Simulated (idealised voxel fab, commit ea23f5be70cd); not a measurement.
process module | voxel released beams
Each square cell in cross-section cut measures 5 nm, and the section as a whole is 260 nm wide.
Cross-section format: a grid of square cells, given as bands from top to bottom; each band is one or more rows of cells. Per band: top height and bottom height in nm, followed by the left-to-right materials and their widths in nm; "all across" marks a single material spanning edge to edge, "air" marks empty space. Height datum 0, below which the as-received substrate wafer is one material. Lowest band open at the bottom, running downward: "0..down". Width spec "30..40" -> top row of cells at first value, bottom row at second value, equal per-row change in between. Where a step carries "nothing got changed", the cross-section came out of it unchanged, cell for cell. Trapped voids: empty space of 8 cells or more with no open way to the top, each as width x height at its distance from the left edge, in nm. Heads up: the bit after the settings on a step's line is the simulator's remark on that step. overlay nm: step with mask; distance mask lay right of planned place; negative value = left of planned place.

# Process steps (planned)
| 1 | RECEIVE (material Si) |
| 2 | CONFORMAL_DEP (material Al2O3; thk nm 5) |
| 3 | DIRECTIONAL_DEP (material SiO2; thk nm 10) |
| 4 | PATTERN (tone open; mask id ANCHOR; material resist; width nm 25; thk nm 20; overlay nm 0) |
| 5 | DIRECTIONAL_ETCH (etch materials SiO2; depth nm 10) |
| 6 | STRIP (etch materials resist) |
| 7 | CONFORMAL_DEP (material SiN; thk nm 10) |
| 8 | PATTERN (tone cover; mask id BEAM; material resist; width nm 105; thk nm 15; overlay nm 0) |
| 9 | DIRECTIONAL_ETCH (etch materials SiN; depth nm 10) |
| 10 | STRIP (etch materials resist) |
| 11 | STRIP (etch materials SiO2) |

# First of two wafers, with the run carried out as planned

# Here's what the wafer looked like in cross-section when it arrived - that's after step 1
* 0..down | Si all across
* Trapped voids: none

# Upon completion of step 2, the wafer appears in cross-section as shown
* 5..0 | Al2O3 all across
* Under 0: no change, same as before.

# Upon completion of step 3, the wafer appears in cross-section as shown
* 15..5 | SiO2 all across
* Under 5: no change, same as before.

# Upon completion of step 4, the wafer appears in cross-section as shown
* 35..15 | 80 resist, then 25 air, then 155 resist
* Under 15: no change, same as before.

# Upon completion of step 5, the wafer appears in cross-section as shown
* 35..15 | 80 resist, then 25 air, then 155 resist
* 15..5 | 80 SiO2, then 25 air, then 155 SiO2
* Under 5: no change, same as before.

# Upon completion of step 6, the wafer appears in cross-section as shown
* 15..5 | 80 SiO2, then 25 air, then 155 SiO2
* Under 5: no change, same as before.

# Upon completion of step 7, the wafer appears in cross-section as shown
* 25..15 | 90 SiN, then 5 air, then 165 SiN
* 15..5 | 80 SiO2, then 25 SiN, then 155 SiO2
* Under 5: no change, same as before.

# Upon completion of step 8, the wafer appears in cross-section as shown
* 40..25 | 75 air, then 105 resist, then 80 air
* 25..15 | 90 SiN, then 5 resist, then 165 SiN
* Under 15: no change, same as before.

# Upon completion of step 9, the wafer appears in cross-section as shown
* 40..25 | 75 air, then 105 resist, then 80 air
* 25..15 | 75 air, then 15 SiN, then 5 resist, then 85 SiN, then 80 air
* Under 15: no change, same as before.

# Upon completion of step 10, the wafer appears in cross-section as shown
* 25..15 | 75 air, then 15 SiN, then 5 air, then 85 SiN, then 80 air
* Under 15: no change, same as before.

# Upon completion of step 11, the wafer appears in cross-section as shown
* 25..15 | 75 air, then 15 SiN, then 5 air, then 85 SiN, then 80 air
* 15..5 | 80 air, then 25 SiN, then 155 air
* Under 5: no change, same as before.

# Wafer two: like wafer one in start and plan, but with one mistake in execution; identical up to and including step 3

# Second wafer, sectioned view, at step 4's planned end time
* 35..15 | 85 resist, then 25 air, then 150 resist
* Under 15: no change, same as before.

# Second wafer, sectioned view, at step 5's planned end time
* 35..15 | 85 resist, then 25 air, then 150 resist
* 15..5 | 85 SiO2, then 25 air, then 150 SiO2
* Under 5: no change, same as before.

# Second wafer, sectioned view, at step 6's planned end time
* 15..5 | 85 SiO2, then 25 air, then 150 SiO2
* Under 5: no change, same as before.

# Second wafer, sectioned view, at step 7's planned end time
* 25..15 | 95 SiN, then 5 air, then 160 SiN
* 15..5 | 85 SiO2, then 25 SiN, then 150 SiO2
* Under 5: no change, same as before.

# Second wafer, sectioned view, at step 8's planned end time
* 40..25 | 75 air, then 105 resist, then 80 air
* 25..15 | 95 SiN, then 5 resist, then 160 SiN
* Under 15: no change, same as before.

# Second wafer, sectioned view, at step 9's planned end time
* 40..25 | 75 air, then 105 resist, then 80 air
* 25..15 | 75 air, then 20 SiN, then 5 resist, then 80 SiN, then 80 air
* Under 15: no change, same as before.

# Second wafer, sectioned view, at step 10's planned end time
* 25..15 | 75 air, then 20 SiN, then 5 air, then 80 SiN, then 80 air
* Under 15: no change, same as before.

# Second wafer, sectioned view, at step 11's planned end time
* 25..15 | 75 air, then 20 SiN, then 5 air, then 80 SiN, then 80 air
* 15..5 | 85 air, then 25 SiN, then 150 air
* Under 5: no change, same as before.
Which mistake was made when the wafer was run? step 4 was processed under conditions differing from the plan, specifically as PATTERN (tone open; mask id ANCHOR; material resist; width nm 25; thk nm 20; overlay nm 5)
End check, second vs first wafer: material counts in cells match, positions do not.
